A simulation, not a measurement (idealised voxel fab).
The process module presented herein is designated voxel capacitor over wiring.
Square cell edge 5 nm, section width 180 nm, ID cut.
Square cells in a grid make up a cross-section in this document, and the grid is given as bands, listed from the top down, each one or more rows of cells. This entry defines a band. It first specifies the height of the band's top and the height of its bottom in nm, and then specifies the band's materials from left to right, stating each material with its width in nm. The word "all across" identifies a single material that fills the band from edge to edge, while the word "blank" identifies empty space. Zero point of the height axis is 0; under it, received wafer = one material. Lowest band: continues down indefinitely, "top 0, no bottom". You'd read "30->40" like this: the band's top row of cells is as wide as the first number, its bottom row is as wide as the second, and going down, every row changes width by the same amount as the row before did. The cross-section has no changed cell in any step marked "left unchanged". The label "Closed cavity list" introduces a list of the empty spaces, 8 cells or larger, that have no open way up to the top; each entry in it reads width x height at distance, where the distance is taken from the left edge and all three are stated in nm. Step line, after settings: the simulator's comment on this step. When a step includes a mask, the "overlay nm" setting on its line states how far to the right of its planned place that mask lay, and negative values state how far to the left.

**This section lists the process steps that were planned**
1,RECEIVE [material Si]
2,CONFORMAL_DEP [material SiO2] [thk nm 15]
3,DIRECTIONAL_DEP [material TiN] [thk nm 5]
4,DIRECTIONAL_DEP [material W] [thk nm 20]
5,MASKED_ETCH [tone cover] [mask id METAL_1] [width nm 20] [pitch nm 75] [etch materials W] [depth nm 20] [overlay nm 0]
6,MASKED_ETCH [tone cover] [mask id METAL_1] [width nm 20] [pitch nm 75] [etch materials TiN] [depth nm 5] [overlay nm 0]
7,CONFORMAL_DEP [material SiCN] [thk nm 5]
8,FILL_DEP [material SiO2] [thk nm 10]
9,CMP [height nm 40]
10,CONFORMAL_DEP [material SiCN] [thk nm 5]
11,DIRECTIONAL_DEP [material lowk] [thk nm 20]
12,DIRECTIONAL_DEP [material aC] [thk nm 10]
13,PATTERN [tone open] [mask id PLUG_1] [material resist] [width nm 15] [thk nm 25] [overlay nm 0]
14,DIRECTIONAL_ETCH [etch materials aC] [depth nm 10]
15,STRIP [etch materials resist]
16,DIRECTIONAL_ETCH [etch materials lowk] [depth nm 20]
17,DIRECTIONAL_ETCH [etch materials SiCN] [depth nm 5]
18,STRIP [etch materials aC]
19,CONFORMAL_DEP [material TiN] [thk nm 5]
20,FILL_DEP [material Ru] [thk nm 5]
21,CMP [height nm 65]
22,DIRECTIONAL_DEP [material TiN] [thk nm 5]
23,DIRECTIONAL_DEP [material HfO2] [thk nm 5]
24,DIRECTIONAL_DEP [material TiN] [thk nm 5]
25,MASKED_ETCH [tone cover] [mask id UPPER_PLATE] [width nm 60] [etch materials TiN] [depth nm 5] [overlay nm 0]
26,MASKED_ETCH [tone cover] [mask id UPPER_PLATE] [width nm 60] [etch materials HfO2] [depth nm 5] [overlay nm 0]
27,MASKED_ETCH [tone cover] [mask id LOWER_PLATE] [width nm 70] [etch materials TiN] [depth nm 5] [overlay nm 0]
28,FILL_DEP [material SiO2] [thk nm 20]
29,CMP [height nm 95]
30,PATTERN [tone open] [mask id PLUG_2] [material resist] [width nm 15] [thk nm 20] [overlay nm 0]
31,DIRECTIONAL_ETCH [etch materials SiO2] [depth nm 15]
32,STRIP [etch materials resist]
33,CONFORMAL_DEP [material TiN] [thk nm 5]
34,FILL_DEP [material Ru] [thk nm 10]
35,CMP [height nm 95]
36,CONFORMAL_DEP [material SiN] [thk nm 5]

**Below: the first of two wafers, run as planned**

**Wafer as received: cross-section following step 1**
	top 0, no bottom | Si all across
	Closed cavity list: none

**Step 2 done - wafer cross-section**
	top 15, bottom 0 | SiO2 all across
	Beneath the level 0, the cross-section is identical to its previous state.

**Step 3 done - wafer cross-section**
	top 20, bottom 15 | TiN all across
	Beneath the level 15, the cross-section is identical to its previous state.

**Step 4 done - wafer cross-section**
	top 40, bottom 20 | W all across
	Beneath the level 20, the cross-section is identical to its previous state.

**Step 5 done - wafer cross-section**
	top 40, bottom 20 | blank=40 / W=20 / blank=55 / W=20 / blank=45
	Beneath the level 20, the cross-section is identical to its previous state.

**Step 6 done - wafer cross-section**
	top 40, bottom 20 | blank=40 / W=20 / blank=55 / W=20 / blank=45
	top 20, bottom 15 | blank=40 / TiN=20 / blank=55 / TiN=20 / blank=45
	Beneath the level 15, the cross-section is identical to its previous state.

**Step 7 done - wafer cross-section**
	top 45, bottom 40 | blank=35 / SiCN=30 / blank=45 / SiCN=30 / blank=40
	top 40, bottom 20 | blank=35 / SiCN=5 / W=20 / SiCN=5 / blank=45 / SiCN=5 / W=20 / SiCN=5 / blank=40
	top 20, bottom 15 | SiCN=40 / TiN=20 / SiCN=55 / TiN=20 / SiCN=45
	Beneath the level 15, the cross-section is identical to its previous state.

**Step 8 done - wafer cross-section**
	top 55, bottom 45 | SiO2 all across
	top 45, bottom 40 | SiO2=35 / SiCN=30 / SiO2=45 / SiCN=30 / SiO2=40
	top 40, bottom 20 | SiO2=35 / SiCN=5 / W=20 / SiCN=5 / SiO2=45 / SiCN=5 / W=20 / SiCN=5 / SiO2=40
	Beneath the level 20, the cross-section is identical to its previous state.

**Step 9 done - wafer cross-section**
	top 40, bottom 20 | SiO2=35 / SiCN=5 / W=20 / SiCN=5 / SiO2=45 / SiCN=5 / W=20 / SiCN=5 / SiO2=40
	Beneath the level 20, the cross-section is identical to its previous state.

**Step 10 done - wafer cross-section**
	top 45, bottom 40 | SiCN all across
	Beneath the level 40, the cross-section is identical to its previous state.

**Step 11 done - wafer cross-section**
	top 65, bottom 45 | lowk all across
	Beneath the level 45, the cross-section is identical to its previous state.

**Step 12 done - wafer cross-section**
	top 75, bottom 65 | aC all across
	Beneath the level 65, the cross-section is identical to its previous state.

**Step 13 done - wafer cross-section**
	top 100, bottom 75 | resist=45 / blank=15 / resist=120
	Beneath the level 75, the cross-section is identical to its previous state.

**Step 14 done - wafer cross-section**
	top 90, bottom 75 | resist=45 / blank=15 / resist=120
	top 75, bottom 65 | aC=45 / blank=15 / aC=120
	Beneath the level 65, the cross-section is identical to its previous state.

**Step 15 done - wafer cross-section**
	top 75, bottom 65 | aC=45 / blank=15 / aC=120
	Beneath the level 65, the cross-section is identical to its previous state.

**Step 16 done - wafer cross-section**
	top 75, bottom 65 | aC=45 / blank=15 / aC=120
	top 65, bottom 45 | lowk=45 / blank=15 / lowk=120
	Beneath the level 45, the cross-section is identical to its previous state.

**Step 17 done - wafer cross-section**
	top 75, bottom 65 | aC=45 / blank=15 / aC=120
	top 65, bottom 45 | lowk=45 / blank=15 / lowk=120
	top 45, bottom 40 | SiCN=45 / blank=15 / SiCN=120
	Beneath the level 40, the cross-section is identical to its previous state.

**Step 18 done - wafer cross-section**
	top 65, bottom 45 | lowk=45 / blank=15 / lowk=120
	Beneath the level 45, the cross-section is identical to its previous state.

**Step 19 done - wafer cross-section**
	top 70, bottom 65 | TiN=50 / blank=5 / TiN=125
	top 65, bottom 45 | lowk=45 / TiN=5 / blank=5 / TiN=5 / lowk=120
	top 45, bottom 40 | SiCN=45 / TiN=15 / SiCN=120
	Beneath the level 40, the cross-section is identical to its previous state.

**Step 20 done - wafer cross-section**
	top 75, bottom 70 | Ru all across
	top 70, bottom 65 | TiN=50 / Ru=5 / TiN=125
	top 65, bottom 45 | lowk=45 / TiN=5 / Ru=5 / TiN=5 / lowk=120
	Beneath the level 45, the cross-section is identical to its previous state.

**Step 21 done - wafer cross-section**
	top 65, bottom 45 | lowk=45 / TiN=5 / Ru=5 / TiN=5 / lowk=120
	Beneath the level 45, the cross-section is identical to its previous state.

**Step 22 done - wafer cross-section**
	top 70, bottom 65 | TiN all across
	Beneath the level 65, the cross-section is identical to its previous state.

**Step 23 done - wafer cross-section**
	top 75, bottom 70 | HfO2 all across
	Beneath the level 70, the cross-section is identical to its previous state.

**Step 24 done - wafer cross-section**
	top 80, bottom 75 | TiN all across
	Beneath the level 75, the cross-section is identical to its previous state.

**Step 25 done - wafer cross-section**
	top 80, bottom 75 | blank=45 / TiN=60 / blank=75
	Beneath the level 75, the cross-section is identical to its previous state.

**Step 26 done - wafer cross-section**
	top 80, bottom 75 | blank=45 / TiN=60 / blank=75
	top 75, bottom 70 | blank=45 / HfO2=60 / blank=75
	Beneath the level 70, the cross-section is identical to its previous state.

**Step 27 done - wafer cross-section**
	top 80, bottom 75 | blank=45 / TiN=60 / blank=75
	top 75, bottom 70 | blank=45 / HfO2=60 / blank=75
	top 70, bottom 65 | blank=40 / TiN=70 / blank=70
	Beneath the level 65, the cross-section is identical to its previous state.

**Step 28 done - wafer cross-section**
	top 100, bottom 80 | SiO2 all across
	top 80, bottom 75 | SiO2=45 / TiN=60 / SiO2=75
	top 75, bottom 70 | SiO2=45 / HfO2=60 / SiO2=75
	top 70, bottom 65 | SiO2=40 / TiN=70 / SiO2=70
	Beneath the level 65, the cross-section is identical to its previous state.

**Step 29 done - wafer cross-section**
	top 95, bottom 80 | SiO2 all across
	Beneath the level 80, the cross-section is identical to its previous state.

**Step 30 done - wafer cross-section**
	top 115, bottom 95 | resist=55 / blank=15 / resist=110
	Beneath the level 95, the cross-section is identical to its previous state.

**Step 31 done - wafer cross-section**
	top 115, bottom 95 | resist=55 / blank=15 / resist=110
	top 95, bottom 80 | SiO2=55 / blank=15 / SiO2=110
	Beneath the level 80, the cross-section is identical to its previous state.

**Step 32 done - wafer cross-section**
	top 95, bottom 80 | SiO2=55 / blank=15 / SiO2=110
	Beneath the level 80, the cross-section is identical to its previous state.

**Step 33 done - wafer cross-section**
	top 100, bottom 95 | TiN=60 / blank=5 / TiN=115
	top 95, bottom 85 | SiO2=55 / TiN=5 / blank=5 / TiN=5 / SiO2=110
	top 85, bottom 75 | SiO2=55->45 / TiN=15->60 / SiO2=110->75
	Beneath the level 75, the cross-section is identical to its previous state.

**Step 34 done - wafer cross-section**
	top 110, bottom 100 | Ru all across
	top 100, bottom 95 | TiN=60 / Ru=5 / TiN=115
	top 95, bottom 85 | SiO2=55 / TiN=5 / Ru=5 / TiN=5 / SiO2=110
	Beneath the level 85, the cross-section is identical to its previous state.

**Step 35 done - wafer cross-section**
	top 95, bottom 85 | SiO2=55 / TiN=5 / Ru=5 / TiN=5 / SiO2=110
	Beneath the level 85, the cross-section is identical to its previous state.

**Step 36 done - wafer cross-section**
	top 100, bottom 95 | SiN all across
	Beneath the level 95, the cross-section is identical to its previous state.

**The second wafer began exactly as the first did and followed the same plan, but one mistake was made while running it; through step 5 inclusive, the two wafers are identical**

**Cross-section of the second wafer when, according to plan, step 6 should have finished**
	top 40, bottom 20 | blank=40 / W=20 / blank=55 / W=20 / blank=45
	top 20, bottom 15 | blank=30 / TiN=30 / blank=45 / TiN=30 / blank=45
	Beneath the level 15, the cross-section is identical to its previous state.

**Cross-section of the second wafer when, according to plan, step 7 should have finished**
	top 45, bottom 40 | blank=35 / SiCN=30 / blank=45 / SiCN=30 / blank=40
	top 40, bottom 25 | blank=35 / SiCN=5 / W=20 / SiCN=5 / blank=45 / SiCN=5 / W=20 / SiCN=5 / blank=40
	top 25, bottom 20 | blank=25 / SiCN=15 / W=20 / SiCN=5 / blank=35 / SiCN=15 / W=20 / SiCN=5 / blank=40
	top 20, bottom 15 | SiCN=30 / TiN=30 / SiCN=45 / TiN=30 / SiCN=45
	Beneath the level 15, the cross-section is identical to its previous state.

**Cross-section of the second wafer when, according to plan, step 8 should have finished**
	top 55, bottom 45 | SiO2 all across
	top 45, bottom 40 | SiO2=35 / SiCN=30 / SiO2=45 / SiCN=30 / SiO2=40
	top 40, bottom 25 | SiO2=35 / SiCN=5 / W=20 / SiCN=5 / SiO2=45 / SiCN=5 / W=20 / SiCN=5 / SiO2=40
	top 25, bottom 20 | SiO2=25 / SiCN=15 / W=20 / SiCN=5 / SiO2=35 / SiCN=15 / W=20 / SiCN=5 / SiO2=40
	Beneath the level 20, the cross-section is identical to its previous state.

**Cross-section of the second wafer when, according to plan, step 9 should have finished**
	top 40, bottom 25 | SiO2=35 / SiCN=5 / W=20 / SiCN=5 / SiO2=45 / SiCN=5 / W=20 / SiCN=5 / SiO2=40
	Beneath the level 25, the cross-section is identical to its previous state.

**Cross-section of the second wafer when, according to plan, step 10 should have finished**
	top 45, bottom 40 | SiCN all across
	Beneath the level 40, the cross-section is identical to its previous state.

**Cross-section of the second wafer when, according to plan, step 11 should have finished**
	top 65, bottom 45 | lowk all across
	Beneath the level 45, the cross-section is identical to its previous state.

**Cross-section of the second wafer when, according to plan, step 12 should have finished**
	top 75, bottom 65 | aC all across
	Beneath the level 65, the cross-section is identical to its previous state.

**Cross-section of the second wafer when, according to plan, step 13 should have finished**
	top 100, bottom 75 | resist=45 / blank=15 / resist=120
	Beneath the level 75, the cross-section is identical to its previous state.

**Cross-section of the second wafer when, according to plan, step 14 should have finished**
	top 90, bottom 75 | resist=45 / blank=15 / resist=120
	top 75, bottom 65 | aC=45 / blank=15 / aC=120
	Beneath the level 65, the cross-section is identical to its previous state.

**Cross-section of the second wafer when, according to plan, step 15 should have finished**
	top 75, bottom 65 | aC=45 / blank=15 / aC=120
	Beneath the level 65, the cross-section is identical to its previous state.

**Cross-section of the second wafer when, according to plan, step 16 should have finished**
	top 75, bottom 65 | aC=45 / blank=15 / aC=120
	top 65, bottom 45 | lowk=45 / blank=15 / lowk=120
	Beneath the level 45, the cross-section is identical to its previous state.

**Cross-section of the second wafer when, according to plan, step 17 should have finished**
	top 75, bottom 65 | aC=45 / blank=15 / aC=120
	top 65, bottom 45 | lowk=45 / blank=15 / lowk=120
	top 45, bottom 40 | SiCN=45 / blank=15 / SiCN=120
	Beneath the level 40, the cross-section is identical to its previous state.

**Cross-section of the second wafer when, according to plan, step 18 should have finished**
	top 65, bottom 45 | lowk=45 / blank=15 / lowk=120
	Beneath the level 45, the cross-section is identical to its previous state.

**Cross-section of the second wafer when, according to plan, step 19 should have finished**
	top 70, bottom 65 | TiN=50 / blank=5 / TiN=125
	top 65, bottom 45 | lowk=45 / TiN=5 / blank=5 / TiN=5 / lowk=120
	top 45, bottom 40 | SiCN=45 / TiN=15 / SiCN=120
	Beneath the level 40, the cross-section is identical to its previous state.

**Cross-section of the second wafer when, according to plan, step 20 should have finished**
	top 75, bottom 70 | Ru all across
	top 70, bottom 65 | TiN=50 / Ru=5 / TiN=125
	top 65, bottom 45 | lowk=45 / TiN=5 / Ru=5 / TiN=5 / lowk=120
	Beneath the level 45, the cross-section is identical to its previous state.

**Cross-section of the second wafer when, according to plan, step 21 should have finished**
	top 65, bottom 45 | lowk=45 / TiN=5 / Ru=5 / TiN=5 / lowk=120
	Beneath the level 45, the cross-section is identical to its previous state.

**Cross-section of the second wafer when, according to plan, step 22 should have finished**
	top 70, bottom 65 | TiN all across
	Beneath the level 65, the cross-section is identical to its previous state.

**Cross-section of the second wafer when, according to plan, step 23 should have finished**
	top 75, bottom 70 | HfO2 all across
	Beneath the level 70, the cross-section is identical to its previous state.

**Cross-section of the second wafer when, according to plan, step 24 should have finished**
	top 80, bottom 75 | TiN all across
	Beneath the level 75, the cross-section is identical to its previous state.

**Cross-section of the second wafer when, according to plan, step 25 should have finished**
	top 80, bottom 75 | blank=45 / TiN=60 / blank=75
	Beneath the level 75, the cross-section is identical to its previous state.

**Cross-section of the second wafer when, according to plan, step 26 should have finished**
	top 80, bottom 75 | blank=45 / TiN=60 / blank=75
	top 75, bottom 70 | blank=45 / HfO2=60 / blank=75
	Beneath the level 70, the cross-section is identical to its previous state.

**Cross-section of the second wafer when, according to plan, step 27 should have finished**
	top 80, bottom 75 | blank=45 / TiN=60 / blank=75
	top 75, bottom 70 | blank=45 / HfO2=60 / blank=75
	top 70, bottom 65 | blank=40 / TiN=70 / blank=70
	Beneath the level 65, the cross-section is identical to its previous state.

**Cross-section of the second wafer when, according to plan, step 28 should have finished**
	top 100, bottom 80 | SiO2 all across
	top 80, bottom 75 | SiO2=45 / TiN=60 / SiO2=75
	top 75, bottom 70 | SiO2=45 / HfO2=60 / SiO2=75
	top 70, bottom 65 | SiO2=40 / TiN=70 / SiO2=70
	Beneath the level 65, the cross-section is identical to its previous state.

**Cross-section of the second wafer when, according to plan, step 29 should have finished**
	top 95, bottom 80 | SiO2 all across
	Beneath the level 80, the cross-section is identical to its previous state.

**Cross-section of the second wafer when, according to plan, step 30 should have finished**
	top 115, bottom 95 | resist=55 / blank=15 / resist=110
	Beneath the level 95, the cross-section is identical to its previous state.

**Cross-section of the second wafer when, according to plan, step 31 should have finished**
	top 115, bottom 95 | resist=55 / blank=15 / resist=110
	top 95, bottom 80 | SiO2=55 / blank=15 / SiO2=110
	Beneath the level 80, the cross-section is identical to its previous state.

**Cross-section of the second wafer when, according to plan, step 32 should have finished**
	top 95, bottom 80 | SiO2=55 / blank=15 / SiO2=110
	Beneath the level 80, the cross-section is identical to its previous state.

**Cross-section of the second wafer when, according to plan, step 33 should have finished**
	top 100, bottom 95 | TiN=60 / blank=5 / TiN=115
	top 95, bottom 85 | SiO2=55 / TiN=5 / blank=5 / TiN=5 / SiO2=110
	top 85, bottom 75 | SiO2=55->45 / TiN=15->60 / SiO2=110->75
	Beneath the level 75, the cross-section is identical to its previous state.

**Cross-section of the second wafer when, according to plan, step 34 should have finished**
	top 110, bottom 100 | Ru all across
	top 100, bottom 95 | TiN=60 / Ru=5 / TiN=115
	top 95, bottom 85 | SiO2=55 / TiN=5 / Ru=5 / TiN=5 / SiO2=110
	Beneath the level 85, the cross-section is identical to its previous state.

**Cross-section of the second wafer when, according to plan, step 35 should have finished**
	top 95, bottom 85 | SiO2=55 / TiN=5 / Ru=5 / TiN=5 / SiO2=110
	Beneath the level 85, the cross-section is identical to its previous state.

**Cross-section of the second wafer when, according to plan, step 36 should have finished**
	top 100, bottom 95 | SiN all across
	Beneath the level 95, the cross-section is identical to its previous state.
What went wrong in running the wafer? step 6, actual vs plan mismatch, actual run MASKED_ETCH [tone cover] [mask id METAL_1] [width nm 20] [pitch nm 75] [etch materials TiN] [depth nm 5] [overlay nm -10]
The closing comparison, in cells, has the second wafer with more or fewer of some materials than the first: -4 SiO2 | +4 TiN
